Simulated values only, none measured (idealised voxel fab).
The following is a process module called voxel gate over fins.
Each square cell in cross-section cut measures 5 nm, and the section as a whole is 295 nm wide.
Cross-section layout: square cells on a grid; listed as bands, top to bottom; a band spans one or more cell rows.
Band: top and bottom heights (nm) first, top before bottom; then materials from left to right, widths in nm. "throughout" marks a sole material filling the band edge to edge. "empty" denotes empty space.
Height datum 0, below which the as-received substrate wafer is one material. Lowest band open at the bottom, running downward: "0 down".
So if you see something like "30..40" for the width, read it as the top row of the band sitting at the first number and the bottom row at the second, with every row in between moving by the same amount as the last.
For the purposes of this document, the phrase "no change occurred" attached to a step denotes that no cell within the cross-section was modified by that step.
"Completely sealed voids" - sealed voids, min. 8 cells, no opening to top; format: width x height at distance (distance from left edge; nm throughout).
What comes after the settings on a step's line is commentary from the simulator itself on that step.
You can add "overlay nm" to a step's line. For a step with a mask, it describes how far the mask lay to the right of its planned position, and a negative number describes a lay to the left.
Intended process steps
1,RECEIVE [material Si]
2,CONFORMAL_DEP [material SiN] [thk nm 10]
3,MASKED_ETCH [tone cover] [mask id FINS] [width nm 15] [pitch nm 40] [etch materials SiN] [depth nm 10] [overlay nm 0]
4,MASKED_ETCH [tone cover] [mask id FINS] [width nm 15] [pitch nm 40] [etch materials Si] [depth nm 35] [overlay nm 0]
5,FILL_DEP [material SiO2] [thk nm 15]
6,CMP [height nm 10]
7,SELECTIVE_ETCH [etch materials SiO2] [depth nm 25]
8,STRIP [etch materials SiN]
9,CONFORMAL_DEP [material HfO2] [thk nm 5]
10,CONFORMAL_DEP [material TiN] [thk nm 5]
11,CONFORMAL_DEP [material TiAl] [thk nm 5]
12,CONFORMAL_DEP [material TiN] [thk nm 5]
13,FILL_DEP [material W] [thk nm 10]
14,CMP [height nm 25]
15,CONFORMAL_DEP [material SiCN] [thk nm 5]
Cross-section of the wafer at receipt, which is the condition after step 1
- 0 down: Si throughout
- Completely sealed voids: none
Run as planned - first of the two wafers cross-sectioned at the end of the module
- 30 to 25: SiCN throughout
- 25 to 20: W throughout
- 20 to 15: 80 nm W; 135 nm TiN; 80 nm W
- 15 to 10: 80 nm W; 5 nm TiN; 125 nm TiAl; 5 nm TiN; 80 nm W
- 10 to 5: 80 nm W; 5 nm TiN; 5 nm TiAl; 35 nm TiN; 5 nm TiAl; 35 nm TiN; 5 nm TiAl; 35 nm TiN; 5 nm TiAl; 5 nm TiN; 80 nm W
- 5 to 0: 85 nm TiN; 5 nm TiAl; 5 nm TiN; 25 nm HfO2; 5 nm TiN; 5 nm TiAl; 5 nm TiN; 25 nm HfO2; 5 nm TiN; 5 nm TiAl; 5 nm TiN; 25 nm HfO2; 5 nm TiN; 5 nm TiAl; 85 nm TiN
- 0 to -5: 90 nm TiAl; 5 nm TiN; 5 nm HfO2; 15 nm Si; 5 nm HfO2; 5 nm TiN; 5 nm TiAl; 5 nm TiN; 5 nm HfO2; 15 nm Si; 5 nm HfO2; 5 nm TiN; 5 nm TiAl; 5 nm TiN; 5 nm HfO2; 15 nm Si; 5 nm HfO2; 5 nm TiN; 90 nm TiAl
- -5 to -10: 95 nm TiN; 5 nm HfO2; 15 nm Si; 5 nm HfO2; 15 nm TiN; 5 nm HfO2; 15 nm Si; 5 nm HfO2; 15 nm TiN; 5 nm HfO2; 15 nm Si; 5 nm HfO2; 95 nm TiN
- -10 to -15: 100 nm HfO2; 15 nm Si; 25 nm HfO2; 15 nm Si; 25 nm HfO2; 15 nm Si; 100 nm HfO2
- -15 to -35: 100 nm SiO2; 15 nm Si; 25 nm SiO2; 15 nm Si; 25 nm SiO2; 15 nm Si; 100 nm SiO2
- -35 down: Si throughout
- Completely sealed voids: none
End of module, second wafer, cross-section. Started like the first, planned like the first, run with one mistake
- 30 to 25: SiCN throughout
- 25 to 20: W throughout
- 20 to 15: TiN throughout
- 15 to 10: TiAl throughout
- 10 to 5: TiN throughout
- 5 to 0: HfO2 throughout
- 0 to -35: 100 nm SiO2; 15 nm Si; 25 nm SiO2; 15 nm Si; 25 nm SiO2; 15 nm Si; 100 nm SiO2
- -35 down: Si throughout
- Completely sealed voids: none
Plan not followed: skipped: plan step 6 (never run)
at the end the second wafer has, in cells: 18 fewer of HfO2 | 150 more of SiO2 | 12 fewer of TiAl | 24 fewer of TiN | 96 fewer of W
